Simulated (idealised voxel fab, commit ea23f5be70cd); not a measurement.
process module | voxel wiring stack
cross-section cut | 145 nm wide | cells 5 nm
A cross-section is a grid of square cells, given in bands from the top down. A band is one or more rows of cells.
Each band's line starts with the height of the band's top and of its bottom, in nm. Then come its materials from left to right, each with its width in nm. One material with "throughout" fills the band from edge to edge. "air" is empty space.
Height 0 is the level under which the wafer as received is all one material. The lowest band goes on downwards, as in "0 down".
A width such as "30 to 40" changes by the same amount from each row of cells to the next, from the band's top row to its bottom row.
"no change" after a step means that no cell of the cross-section changed.
closed voids: empty space of 8 cells or more with no open way to the top, each as width x height at its distance from the left edge, in nm
after a step's settings: what the simulator itself notes on the step
overlay nm, on a step with a mask: how far to the right of its planned place the mask lay; to the left if negative
plan
1 op RECEIVE | material Si
2 op CONFORMAL_DEP | material SiO2 | thk nm 15
3 op DIRECTIONAL_DEP | material TiN | thk nm 5
4 op DIRECTIONAL_DEP | material W | thk nm 15
5 op MASKED_ETCH | tone cover | mask id METAL_1 | width nm 30 | pitch nm 60 | etch materials W | depth nm 15 | overlay nm 0
6 op MASKED_ETCH | tone cover | mask id METAL_1 | width nm 30 | pitch nm 60 | etch materials TiN | depth nm 5 | overlay nm 0
7 op FILL_DEP | material SiO2 | thk nm 5
8 op CMP | height nm 35
9 op CONFORMAL_DEP | material SiCN | thk nm 5
10 op DIRECTIONAL_DEP | material SiO2 | thk nm 10
11 op MASKED_ETCH | tone open | mask id PLUG_1 | width nm 15 | etch materials SiO2 | depth nm 10 | overlay nm 0
12 op MASKED_ETCH | tone open | mask id PLUG_1 | width nm 15 | etch materials SiCN | depth nm 5 | overlay nm 0
13 op CONFORMAL_DEP | material TiN | thk nm 5
14 op FILL_DEP | material Cu | thk nm 5
15 op CMP | height nm 50
16 op CONFORMAL_DEP | material SiN | thk nm 5
17 op DIRECTIONAL_DEP | material lowk | thk nm 15
18 op MASKED_ETCH | tone open | mask id METAL_2 | width nm 30 | pitch nm 60 | etch materials lowk | depth nm 15 | overlay nm 0
19 op MASKED_ETCH | tone open | mask id METAL_2 | width nm 30 | pitch nm 60 | etch materials SiN | depth nm 5 | overlay nm 0
20 op CONFORMAL_DEP | material TiN | thk nm 5
21 op FILL_DEP | material Cu | thk nm 10
22 op CMP | height nm 70
23 op CONFORMAL_DEP | material SiCN | thk nm 5
24 op DIRECTIONAL_DEP | material lowk | thk nm 30
25 op MASKED_ETCH | tone open | mask id METAL_3 | width nm 30 | pitch nm 60 | etch materials lowk | depth nm 15 | overlay nm 0
26 op MASKED_ETCH | tone open | mask id METAL_3_HOLES | width nm 15 | etch materials lowk | depth nm 15 | overlay nm 0
27 op MASKED_ETCH | tone open | mask id METAL_3_HOLES | width nm 15 | etch materials SiCN | depth nm 5 | overlay nm 0
28 op CONFORMAL_DEP | material TiN | thk nm 5
29 op FILL_DEP | material Cu | thk nm 10
30 op CMP | height nm 105
31 op CONFORMAL_DEP | material SiCN | thk nm 5
32 op DIRECTIONAL_DEP | material lowk | thk nm 10
33 op DIRECTIONAL_DEP | material aC | thk nm 15
34 op PATTERN | tone open | mask id PLUG_3 | material resist | width nm 15 | thk nm 30 | overlay nm 0
35 op DIRECTIONAL_ETCH | etch materials aC | depth nm 15
36 op STRIP | etch materials resist
37 op DIRECTIONAL_ETCH | etch materials lowk | depth nm 10
38 op DIRECTIONAL_ETCH | etch materials SiCN | depth nm 5
39 op STRIP | etch materials aC
40 op EPI | material Ru | thk nm 10
41 op EPI | material Ru | thk nm 5
42 op DIRECTIONAL_DEP | material TiN | thk nm 5
43 op DIRECTIONAL_DEP | material W | thk nm 15
44 op PATTERN | tone cover | mask id METAL_4 | material resist | width nm 30 | pitch nm 60 | thk nm 20 | overlay nm 0
45 op DIRECTIONAL_ETCH | etch materials W | depth nm 15
46 op DIRECTIONAL_ETCH | etch materials TiN | depth nm 5
47 op STRIP | etch materials resist
48 op FILL_DEP | material SiO2 | thk nm 5
49 op CMP | height nm 140
50 op CONFORMAL_DEP | material SiCN | thk nm 5
first wafer, as planned
as received, after step 1
  0 down: Si throughout
  closed voids: none
after step 2
  15 to 0: SiO2 throughout
  below 0: unchanged
after step 3
  20 to 15: TiN throughout
  below 15: unchanged
after step 4
  35 to 20: W throughout
  below 20: unchanged
after step 5
  35 to 20: air 25 | W 30 | air 30 | W 30 | air 30
  below 20: unchanged
after step 6
  35 to 20: air 25 | W 30 | air 30 | W 30 | air 30
  20 to 15: air 25 | TiN 30 | air 30 | TiN 30 | air 30
  below 15: unchanged
after step 7
  40 to 35: SiO2 throughout
  35 to 20: SiO2 25 | W 30 | SiO2 30 | W 30 | SiO2 30
  20 to 15: SiO2 25 | TiN 30 | SiO2 30 | TiN 30 | SiO2 30
  below 15: unchanged
after step 8
  35 to 20: SiO2 25 | W 30 | SiO2 30 | W 30 | SiO2 30
  below 20: unchanged
after step 9
  40 to 35: SiCN throughout
  below 35: unchanged
after step 10
  50 to 40: SiO2 throughout
  below 40: unchanged
after step 11
  50 to 40: SiO2 25 | air 15 | SiO2 105
  below 40: unchanged
after step 12
  50 to 40: SiO2 25 | air 15 | SiO2 105
  40 to 35: SiCN 25 | air 15 | SiCN 105
  below 35: unchanged
after step 13
  55 to 50: TiN 30 | air 5 | TiN 110
  50 to 40: SiO2 25 | TiN 5 | air 5 | TiN 5 | SiO2 105
  40 to 35: SiCN 25 | TiN 15 | SiCN 105
  below 35: unchanged
after step 14
  60 to 55: Cu throughout
  55 to 50: TiN 30 | Cu 5 | TiN 110
  50 to 40: SiO2 25 | TiN 5 | Cu 5 | TiN 5 | SiO2 105
  below 40: unchanged
after step 15
  50 to 40: SiO2 25 | TiN 5 | Cu 5 | TiN 5 | SiO2 105
  below 40: unchanged
after step 16
  55 to 50: SiN throughout
  below 50: unchanged
after step 17
  70 to 55: lowk throughout
  below 55: unchanged
after step 18
  70 to 55: lowk 25 | air 30 | lowk 30 | air 30 | lowk 30
  below 55: unchanged
after step 19
  70 to 55: lowk 25 | air 30 | lowk 30 | air 30 | lowk 30
  55 to 50: SiN 25 | air 30 | SiN 30 | air 30 | SiN 30
  below 50: unchanged
after step 20
  75 to 70: TiN 30 | air 20 | TiN 40 | air 20 | TiN 35
  70 to 55: lowk 25 | TiN 5 | air 20 | TiN 5 | lowk 30 | TiN 5 | air 20 | TiN 5 | lowk 30
  55 to 50: SiN 25 | TiN 30 | SiN 30 | TiN 30 | SiN 30
  below 50: unchanged
after step 21
  85 to 75: Cu throughout
  75 to 70: TiN 30 | Cu 20 | TiN 40 | Cu 20 | TiN 35
  70 to 55: lowk 25 | TiN 5 | Cu 20 | TiN 5 | lowk 30 | TiN 5 | Cu 20 | TiN 5 | lowk 30
  below 55: unchanged
after step 22
  70 to 55: lowk 25 | TiN 5 | Cu 20 | TiN 5 | lowk 30 | TiN 5 | Cu 20 | TiN 5 | lowk 30
  below 55: unchanged
after step 23
  75 to 70: SiCN throughout
  below 70: unchanged
after step 24
  105 to 75: lowk throughout
  below 75: unchanged
after step 25
  105 to 90: lowk 25 | air 30 | lowk 30 | air 30 | lowk 30
  below 90: unchanged
after step 26
  105 to 90: lowk 25 | air 30 | lowk 30 | air 30 | lowk 30
  90 to 75: lowk 25 | air 15 | lowk 105
  below 75: unchanged
after step 27
  105 to 90: lowk 25 | air 30 | lowk 30 | air 30 | lowk 30
  90 to 75: lowk 25 | air 15 | lowk 105
  75 to 70: SiCN 25 | air 15 | SiCN 105
  below 70: unchanged
after step 28
  110 to 105: TiN 30 | air 20 | TiN 40 | air 20 | TiN 35
  105 to 95: lowk 25 | TiN 5 | air 20 | TiN 5 | lowk 30 | TiN 5 | air 20 | TiN 5 | lowk 30
  95 to 90: lowk 25 | TiN 5 | air 5 | TiN 20 | lowk 30 | TiN 30 | lowk 30
  90 to 75: lowk 25 | TiN 5 | air 5 | TiN 5 | lowk 105
  75 to 70: SiCN 25 | TiN 15 | SiCN 105
  below 70: unchanged
after step 29
  120 to 110: Cu throughout
  110 to 105: TiN 30 | Cu 20 | TiN 40 | Cu 20 | TiN 35
  105 to 95: lowk 25 | TiN 5 | Cu 20 | TiN 5 | lowk 30 | TiN 5 | Cu 20 | TiN 5 | lowk 30
  95 to 90: lowk 25 | TiN 5 | Cu 5 | TiN 20 | lowk 30 | TiN 30 | lowk 30
  90 to 75: lowk 25 | TiN 5 | Cu 5 | TiN 5 | lowk 105
  below 75: unchanged
after step 30
  105 to 95: lowk 25 | TiN 5 | Cu 20 | TiN 5 | lowk 30 | TiN 5 | Cu 20 | TiN 5 | lowk 30
  below 95: unchanged
after step 31
  110 to 105: SiCN throughout
  below 105: unchanged
after step 32
  120 to 110: lowk throughout
  below 110: unchanged
after step 33
  135 to 120: aC throughout
  below 120: unchanged
after step 34
  165 to 135: resist 25 | air 15 | resist 105
  below 135: unchanged
after step 35
  150 to 135: resist 25 | air 15 | resist 105
  135 to 120: aC 25 | air 15 | aC 105
  below 120: unchanged
after step 36
  135 to 120: aC 25 | air 15 | aC 105
  below 120: unchanged
after step 37
  135 to 120: aC 25 | air 15 | aC 105
  120 to 110: lowk 25 | air 15 | lowk 105
  below 110: unchanged
after step 38
  135 to 120: aC 25 | air 15 | aC 105
  120 to 110: lowk 25 | air 15 | lowk 105
  110 to 105: SiCN 25 | air 15 | SiCN 105
  below 105: unchanged
after step 39
  120 to 110: lowk 25 | air 15 | lowk 105
  below 110: unchanged
after step 40
  120 to 115: lowk 25 | air 15 | lowk 105
  115 to 110: lowk 25 | Ru 15 | lowk 105
  110 to 105: SiCN 25 | Ru 15 | SiCN 105
  below 105: unchanged
after step 41
  120 to 110: lowk 25 | Ru 15 | lowk 105
  below 110: unchanged
after step 42
  125 to 120: TiN throughout
  below 120: unchanged
after step 43
  140 to 125: W throughout
  below 125: unchanged
after step 44
  160 to 140: air 25 | resist 30 | air 30 | resist 30 | air 30
  below 140: unchanged
after step 45
  160 to 140: air 25 | resist 30 | air 30 | resist 30 | air 30
  140 to 125: air 25 | W 30 | air 30 | W 30 | air 30
  below 125: unchanged
after step 46
  160 to 140: air 25 | resist 30 | air 30 | resist 30 | air 30
  140 to 125: air 25 | W 30 | air 30 | W 30 | air 30
  125 to 120: air 25 | TiN 30 | air 30 | TiN 30 | air 30
  below 120: unchanged
after step 47
  140 to 125: air 25 | W 30 | air 30 | W 30 | air 30
  below 125: unchanged
after step 48
  145 to 140: SiO2 throughout
  140 to 125: SiO2 25 | W 30 | SiO2 30 | W 30 | SiO2 30
  125 to 120: SiO2 25 | TiN 30 | SiO2 30 | TiN 30 | SiO2 30
  below 120: unchanged
after step 49
  140 to 125: SiO2 25 | W 30 | SiO2 30 | W 30 | SiO2 30
  below 125: unchanged
after step 50
  145 to 140: SiCN throughout
  below 140: unchanged
second wafer: like start, like plan, one mistake. Through step 42 it matches the first wafer
when step 43 should have ended
  140 to 125: lowk throughout
  below 125: unchanged
when step 44 should have ended
  160 to 140: air 25 | resist 30 | air 30 | resist 30 | air 30
  below 140: unchanged
when step 45 should have ended: no change
when step 46 should have ended: no change
when step 47 should have ended
  140 to 125: lowk throughout
  below 125: unchanged
when step 48 should have ended
  145 to 140: SiO2 throughout
  below 140: unchanged
when step 49 should have ended
  140 to 125: lowk throughout
  below 125: unchanged
when step 50 should have ended
  145 to 140: SiCN throughout
  below 140: unchanged
what went wrong: step 43 ran as: op DIRECTIONAL_DEP | material lowk | thk nm 15
at the end the second wafer has, in cells: 68 fewer of SiO2 | 17 more of TiN | 36 fewer of W | 87 more of lowk
